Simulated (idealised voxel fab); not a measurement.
Title: Process Module voxel spacer lines
For reference, the cross-section in this document is cut, with width 225 nm and square cells of 5 nm.
Each cross-section below is a grid of square cells, stated as bands in top-down order, with one or more rows of cells making up each band. Look at the band entry: it leads with the top's height and the bottom's height in nm. Then it lists the materials left to right, with a width in nm for each. The word "throughout" on a single material says that material fills the band edge to edge. The word "blank" is empty space. Convention: height 0 is the level below which the wafer, as received, is all one material. The lowest band does not terminate at the bottom but continues downward, represented as "z 0 and below". Width: "30->40" (first number = top row, second number = bottom row, same change from row to row of cells). Given "remained unchanged" for a step, no cell of the cross-section differs between before and after that step. Empty spaces without an open route to the top, at least 8 cells in extent, make up the entry "Fully enclosed voids"; each is given as width x height at distance, where the distance is measured from the left edge, and all are in nm. On a step's line, text after the settings is the simulator commenting on that step. overlay nm: mask right of planned place by this much (step with mask). Neg. = left.
**Planned process steps**
1. RECEIVE [material Si]
2. CONFORMAL_DEP [material Al2O3] [thk nm 10]
3. DIRECTIONAL_DEP [material polySi] [thk nm 15]
4. DIRECTIONAL_DEP [material aC] [thk nm 30]
5. PATTERN [tone cover] [mask id MANDREL] [material resist] [width nm 20] [pitch nm 60] [thk nm 35] [overlay nm 0]
6. DIRECTIONAL_ETCH [etch materials aC] [depth nm 30]
7. STRIP [etch materials resist]
8. CONFORMAL_DEP [material SiO2] [thk nm 10]
9. DIRECTIONAL_ETCH [etch materials SiO2] [depth nm 10]
10. STRIP [etch materials aC]
11. DIRECTIONAL_ETCH [etch materials polySi] [depth nm 15]
12. STRIP [etch materials SiO2]
**Delivered wafer in cross-section: state after step 1**
z 0 and below: Si throughout
Fully enclosed voids: none
**Cross-section taken at module completion on the first of two wafers; processed per the plan**
z 25 to 10: blank=60 / polySi=10 / blank=20 / polySi=10 / blank=20 / polySi=10 / blank=20 / polySi=10 / blank=65
z 10 to 0: Al2O3 throughout
z 0 and below: Si throughout
Fully enclosed voids: none
**Cross-section, second wafer: same start as the first, same plan as the first, one mistake in running it; taken at the end of the module**
z 40 to 25: blank=60 / polySi=10 / blank=20 / polySi=10 / blank=20 / polySi=10 / blank=20 / polySi=10 / blank=65
z 25 to 10: polySi throughout
z 10 to 0: Al2O3 throughout
z 0 and below: Si throughout
Fully enclosed voids: none
Run error: regarding the plan, step 3 was run twice
Final tally in cells, some materials are higher or lower on the second wafer than on the first: +135 polySi
